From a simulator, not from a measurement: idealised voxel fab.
process module | voxel transistor to metal
cross-section cut | 160 nm wide | cells 5 nm
A cross-section is a grid of square cells, given in bands from the top down. A band is one or more rows of cells.
Each band's line starts with the height of the band's top and of its bottom, in nm. Then come its materials from left to right, each with its width in nm. One material with "throughout" fills the band from edge to edge. "air" is empty space.
Height 0 is the level under which the wafer as received is all one material. The lowest band goes on downwards, as in "0 down".
A width such as "30 to 40" changes by the same amount from each row of cells to the next, from the band's top row to its bottom row.
"no change" after a step means that no cell of the cross-section changed.
closed voids: empty space of 8 cells or more with no open way to the top, each as width x height at its distance from the left edge, in nm
after a step's settings: what the simulator itself notes on the step
overlay nm, on a step with a mask: how far to the right of its planned place the mask lay; to the left if negative
plan
1 op RECEIVE | material Si
2 op OXIDIZE | depth nm 5
3 op CONFORMAL_DEP | material SiN | thk nm 10
4 op DIRECTIONAL_DEP | material aC | thk nm 10
5 op PATTERN | tone cover | mask id ACTIVE | material resist | width nm 120 | thk nm 25 | overlay nm 0
6 op DIRECTIONAL_ETCH | etch materials aC | depth nm 10
7 op STRIP | etch materials resist
8 op DIRECTIONAL_ETCH | etch materials SiN | depth nm 10
9 op DIRECTIONAL_ETCH | etch materials SiO2 | depth nm 5
10 op DIRECTIONAL_ETCH | etch materials Si | depth nm 20
11 op STRIP | etch materials aC
12 op OXIDIZE | depth nm 5
13 op FILL_DEP | material SiO2 | thk nm 5
14 op CMP | height nm 10
15 op SELECTIVE_ETCH | etch materials SiO2 | depth nm 5
16 op STRIP | etch materials SiN
17 op SELECTIVE_ETCH | etch materials SiO2 | depth nm 5
18 op OXIDIZE | depth nm 5
19 op DIRECTIONAL_DEP | material polySi | thk nm 30
20 op DIRECTIONAL_DEP | material SiCN | thk nm 10
21 op PATTERN | tone cover | mask id GATE | material resist | width nm 20 | thk nm 15 | overlay nm 0
22 op DIRECTIONAL_ETCH | etch materials SiCN | depth nm 20
23 op DIRECTIONAL_ETCH | etch materials polySi | depth nm 40
24 op STRIP | etch materials resist
25 op CONFORMAL_DEP | material SiN | thk nm 10
26 op DIRECTIONAL_ETCH | etch materials SiN | depth nm 10
27 op DIRECTIONAL_ETCH | etch materials SiO2 | depth nm 5
28 op EPI | material nSi | thk nm 5
29 op FILL_DEP | material SiO2 | thk nm 5
30 op CMP | height nm 35
31 op DIRECTIONAL_DEP | material SiO2 | thk nm 15
32 op MASKED_ETCH | tone open | mask id CONTACT | width nm 35 | pitch nm 65 | etch materials SiO2 | depth nm 55 | overlay nm 0
33 op CONFORMAL_DEP | material TiN | thk nm 5
34 op FILL_DEP | material Ru | thk nm 10
35 op CMP | height nm 50
36 op CONFORMAL_DEP | material SiN | thk nm 5
37 op DIRECTIONAL_DEP | material SiO2 | thk nm 25
38 op DIRECTIONAL_DEP | material aC | thk nm 15
39 op PATTERN | tone open | mask id METAL_1 | material resist | width nm 20 | pitch nm 80 | thk nm 30 | overlay nm 0
40 op DIRECTIONAL_ETCH | etch materials aC | depth nm 15
41 op STRIP | etch materials resist
42 op DIRECTIONAL_ETCH | etch materials SiO2 | depth nm 25
43 op DIRECTIONAL_ETCH | etch materials SiN | depth nm 5
44 op STRIP | etch materials aC
45 op CONFORMAL_DEP | material TiN | thk nm 5
46 op FILL_DEP | material W | thk nm 5
47 op CMP | height nm 80
48 op CONFORMAL_DEP | material SiN | thk nm 5
as received, after step 1
  0 down: Si throughout
  closed voids: none
first wafer at the end, as planned
  85 to 80: SiN throughout
  80 to 55: SiO2 30 | TiN 5 | W 10 | TiN 5 | SiO2 60 | TiN 5 | W 10 | TiN 5 | SiO2 30
  55 to 50: SiN 30 | TiN 20 | SiN 60 | TiN 20 | SiN 30
  50 to 40: SiO2 30 | TiN 5 | Ru 25 | TiN 5 | SiO2 30 | TiN 5 | Ru 25 | TiN 5 | SiO2 30
  40 to 35: SiO2 30 | TiN 5 | Ru 20 | TiN 10 | SiO2 30 | TiN 10 | Ru 20 | TiN 5 | SiO2 30
  35 to 25: SiO2 30 | TiN 5 | Ru 20 | TiN 5 | SiN 10 | SiCN 20 | SiN 10 | TiN 5 | Ru 20 | TiN 5 | SiO2 30
  25 to 0: SiO2 30 | TiN 5 | Ru 20 | TiN 5 | SiN 10 | polySi 20 | SiN 10 | TiN 5 | Ru 20 | TiN 5 | SiO2 30
  0 to -5: SiO2 15 | SiN 10 | SiO2 5 | TiN 30 | SiN 10 | polySi 20 | SiN 10 | TiN 30 | SiO2 5 | SiN 10 | SiO2 15
  -5 to -10: SiO2 25 | nSi 35 | SiO2 40 | nSi 35 | SiO2 25
  -10 to -30: SiO2 25 | Si 110 | SiO2 25
  -30 down: Si throughout
  closed voids: none
second wafer at the end: like start, like plan, one mistake
  85 to 80: SiN throughout
  80 to 55: SiO2 30 | TiN 5 | W 10 | TiN 5 | SiO2 60 | TiN 5 | W 10 | TiN 5 | SiO2 30
  55 to 50: SiN 30 | TiN 20 | SiN 60 | TiN 20 | SiN 30
  50 to 40: SiO2 30 | TiN 5 | Ru 25 | TiN 5 | SiO2 30 | TiN 5 | Ru 25 | TiN 5 | SiO2 30
  40 to 35: SiO2 30 | TiN 5 | Ru 20 | TiN 10 | SiO2 30 | TiN 10 | Ru 20 | TiN 5 | SiO2 30
  35 to 25: SiO2 30 | TiN 5 | Ru 20 | TiN 5 | SiN 10 | SiCN 20 | SiN 10 | TiN 5 | Ru 20 | TiN 5 | SiO2 30
  25 to 0: SiO2 30 | TiN 5 | Ru 20 | TiN 5 | SiN 10 | polySi 20 | SiN 10 | TiN 5 | Ru 20 | TiN 5 | SiO2 30
  0 to -5: SiO2 15 | SiN 10 | SiO2 5 | TiN 30 | SiN 10 | polySi 20 | SiN 10 | TiN 30 | SiO2 5 | SiN 10 | SiO2 15
  -5 to -10: SiO2 25 | nSi 35 | SiO2 40 | nSi 35 | SiO2 25
  -10 to -50: SiO2 25 | Si 110 | SiO2 25
  -50 down: Si throughout
  closed voids: none
what went wrong: step 10 was run twice
at the end the second wafer has, in cells: 40 fewer of Si | 40 more of SiO2
